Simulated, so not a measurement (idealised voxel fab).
You're looking at the process module voxel spacer lines.
180 nm wide, 5 nm square cells: that's cross-section cut.
Notation: cross-section as square-cell grid; stated in bands, top first, going down; one or more cell rows per band. In this notation a band is specified by the heights of its top and bottom, in that order and in nm, after which its materials appear from left to right, each paired with its width in nm. The word "all across" attached to a single material means that material fills the band from edge to edge; the word "air" stands for empty space. Height datum 0, below which the as-received substrate wafer is one material. Lowest band open at the bottom, running downward: "top 0, no bottom". Width: "30 to 40" (first number = top row, second number = bottom row, same change from row to row of cells). Where a step carries "remained the same", the cross-section came out of it unchanged, cell for cell. If an empty space has no open way to the top and is at least 8 cells in size, "Listed closed voids" lists it, written width x height at distance, where distance is measured from the left edge and every value is in nm. Note: text after step settings on the step line = simulator remark on that step. The setting "overlay nm" may be written on the line of a step. When the step uses a mask, the value reports how far to the right of the planned place the mask lay, and a negative value reports that it lay to the left.

[Here's what the planned process steps look like]
1 RECEIVE: material Si
2 CONFORMAL_DEP: material Al2O3, thk nm 5
3 DIRECTIONAL_DEP: material TiN, thk nm 15
4 DIRECTIONAL_DEP: material polySi, thk nm 25
5 PATTERN: tone cover, mask id MANDREL, material resist, width nm 25, pitch nm 80, thk nm 30, overlay nm 0
6 DIRECTIONAL_ETCH: etch materials polySi, depth nm 25
7 STRIP: etch materials resist
8 CONFORMAL_DEP: material SiO2, thk nm 15
9 DIRECTIONAL_ETCH: etch materials SiO2, depth nm 15
10 STRIP: etch materials polySi
11 DIRECTIONAL_ETCH: etch materials TiN, depth nm 15
12 STRIP: etch materials SiO2

[Received-state cross-section, reflecting completion of step 1]
    top 0, no bottom  Si all across
    Listed closed voids: none

[Wafer cross-section at module end: first of two, run to plan]
    top 20, bottom 5  20 nm air / 15 nm TiN / 25 nm air / 15 nm TiN / 25 nm air / 15 nm TiN / 25 nm air / 15 nm TiN / 25 nm air
    top 5, bottom 0  Al2O3 all across
    top 0, no bottom  Si all across
    Listed closed voids: none

[Now the second wafer, cross-sectioned at the end of the module. Nothing different at the start, nothing different in the plan compared with the first, just one mistake when it was actually run]
    top 20, bottom 5  20 nm air / 15 nm TiN / 30 nm air / 15 nm TiN / 20 nm air / 15 nm TiN / 30 nm air / 15 nm TiN / 20 nm air
    top 5, bottom 0  Al2O3 all across
    top 0, no bottom  Si all across
    Listed closed voids: none
Here's what went sideways: step 5 deviated from plan and actually ran as PATTERN: tone cover, mask id MANDREL, material resist, width nm 30, pitch nm 80, thk nm 30, overlay nm 0
Heads up: at the end the two wafers have identical cell counts per material, they're just laid out differently.
